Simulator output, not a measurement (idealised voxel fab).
The following process module bears the name voxel ribs on slabs.
Displayed cross-section: cut, width of 280 nm, square cells sized 5 nm.
Cross-section spec: square-cell grid; bands listed top down; each band is one or more rows. Heads up on the band format: heights come first, top then bottom, in nm. After that it's the materials left to right, each with its width in nm. A single material flagged "throughout" fills the whole band edge to edge, and "blank" means there's empty space there. Height datum 0, below which the as-received substrate wafer is one material. Lowest band open at the bottom, running downward: "0 down". Think of "30..40" as a width that walks from the first number to the second as you go down the band, top row to bottom row, taking equal-sized steps from row to row. Where the words "no change occurred" appear for a step, the cross-section shows no cell changed by that step; every cell remained as before. Basically, "Closed void inventory" tells you about the enclosed voids: empty spaces with no open way to the top, 8 cells or bigger, each written width x height at distance, where distance is from the left edge, all in nm. Post-settings text on a step line: simulator's own remark regarding the step. Regarding "overlay nm": on a step with a mask, it is the distance the mask lay to the right of its planned place; a negative value places it to the left.

Process steps foreseen in the plan
1) RECEIVE (material Si)
2) DIRECTIONAL_DEP (material SiO2; thk nm 20)
3) DIRECTIONAL_DEP (material SiN; thk nm 15)
4) PATTERN (tone cover; mask id RIB; material resist; width nm 15; thk nm 15; overlay nm 0)
5) DIRECTIONAL_ETCH (etch materials SiN; depth nm 5)
6) STRIP (etch materials resist)
7) DIRECTIONAL_DEP (material aC; thk nm 10)
8) PATTERN (tone cover; mask id SLAB; material resist; width nm 65; thk nm 25; overlay nm 0)
9) DIRECTIONAL_ETCH (etch materials aC; depth nm 10)
10) STRIP (etch materials resist)
11) DIRECTIONAL_ETCH (etch materials SiN; depth nm 10)
12) STRIP (etch materials aC)
13) FILL_DEP (material SiO2; thk nm 15)
14) CMP (height nm 45)
15) DIRECTIONAL_DEP (material W; thk nm 5)
16) PATTERN (tone cover; mask id HEATER; material resist; width nm 25; thk nm 20; overlay nm 0)
17) DIRECTIONAL_ETCH (etch materials W; depth nm 5)
18) STRIP (etch materials resist)
19) CONFORMAL_DEP (material SiO2; thk nm 5)

Step 1 complete: cross-section of the wafer as received
- 0 down = Si throughout
- Closed void inventory: none

The first of two wafers, cross-sectioned at the end of the module, with the run proceeding as planned
- 55 to 50 = blank 120 nm  SiO2 35 nm  blank 125 nm
- 50 to 45 = SiO2 125 nm  W 25 nm  SiO2 130 nm
- 45 to 35 = SiO2 throughout
- 35 to 30 = SiO2 130 nm  SiN 15 nm  SiO2 135 nm
- 30 to 20 = SiO2 105 nm  SiN 65 nm  SiO2 110 nm
- 20 to 0 = SiO2 throughout
- 0 down = Si throughout
- Closed void inventory: none

Wafer two (of two), end-of-module cross-section: start = wafer one, plan = wafer one, one run mistake
- 55 to 50 = SiO2 throughout
- 50 to 45 = SiN throughout
- 45 to 35 = SiO2 throughout
- 35 to 30 = SiO2 130 nm  SiN 15 nm  SiO2 135 nm
- 30 to 20 = SiO2 105 nm  SiN 65 nm  SiO2 110 nm
- 20 to 0 = SiO2 throughout
- 0 down = Si throughout
- Closed void inventory: none
The plan and the run diverged here: step 15 ran with different settings than intended, the actual operation and settings being DIRECTIONAL_DEP (material SiN; thk nm 5)
The closing comparison, in cells, has the second wafer with more or fewer of some materials than the first: +56 SiN, -2 SiO2, -5 W
